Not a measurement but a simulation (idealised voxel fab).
voxel local oxidation: a process module
This is section cut - it's 215 nm across, gridded in 5 nm square cells.
Just so we're on the same page, the cross-sections are grids of square cells, and they're listed out in bands top to bottom, each band one or more rows deep. Band: top height; bottom height; in nm. Then, left to right: material with width in nm, for each material. "throughout": a single material spanning edge to edge. "air": empty space. It should be noted that heights are counted from 0, beneath which the wafer as supplied is of one material throughout, and that the lowest band possesses no lower boundary but continues downward, as written in "0 -> down". It should be noted that a width expressed as "30->40" varies in equal increments from row to row of cells within the band, taking the value of the first number at the top row and that of the second number at the bottom row. "same as before" for a step: no cell of the cross-section changed in that step. Heads up: "Completely enclosed voids" only lists the empty pockets with no open path to the top that are 8 cells or more, and it writes them as width x height at distance, distance from the left edge, in nm. What comes after the settings on a step's line is commentary from the simulator itself on that step. overlay nm: right-of-plan distance of the mask on a masked step; negative values mean left-of-plan.
Steps in the process plan:
1 RECEIVE,material Si
2 CONFORMAL_DEP,material SiO2,thk nm 5
3 CONFORMAL_DEP,material SiN,thk nm 10
4 MASKED_ETCH,tone cover,mask id ACTIVE,width nm 90,etch materials SiN,depth nm 10,overlay nm 0
5 SELECTIVE_ETCH,etch materials SiO2,depth nm 5
6 OXIDIZE,depth nm 10
7 STRIP,etch materials SiN
The first of two wafers, run as planned:
Delivered wafer in cross-section: state after step 1:
0 -> down | Si throughout
Completely enclosed voids: none
Wafer after step 2 (cross-section):
5 -> 0 | SiO2 throughout
Unchanged below 0.
Wafer after step 3 (cross-section):
15 -> 5 | SiN throughout
Unchanged below 5.
Wafer after step 4 (cross-section):
15 -> 5 | air=60  SiN=90  air=65
Unchanged below 5.
Wafer after step 5 (cross-section):
15 -> 5 | air=60  SiN=90  air=65
5 -> 0 | air=65  SiO2=80  air=70
Unchanged below 0.
Wafer after step 6 (cross-section):
15 -> 5 | air=60  SiN=90  air=65
5 -> 0 | air=65  SiO2=80  air=70
0 -> -10 | SiO2=75  Si=60  SiO2=80
Unchanged below -10.
Wafer after step 7 (cross-section):
5 -> 0 | air=65  SiO2=80  air=70
Unchanged below 0.
Here the second wafer is described. Its start and its plan were those of the first wafer. Its run contained one mistake. Up to and including step 5, it did exactly what the first wafer did:
Second wafer cross-section, taken as of the time the plan sets for step 6 to be done:
15 -> 5 | air=60  SiN=90  air=65
5 -> 0 | air=65  SiO2=80  air=70
0 -> -10 | SiO2=75  Si=60  SiO2=80
Unchanged below -10.
Second wafer cross-section, taken as of the time the plan sets for step 7 to be done:
5 -> 0 | air=65  SiO2=80  air=70
Unchanged below 0.
The mistake made against the process plan was this: execution of plan step 6 occurred twice
Final cross-sections of the two wafers are identical, so the mistake has no effect on what this model computes.
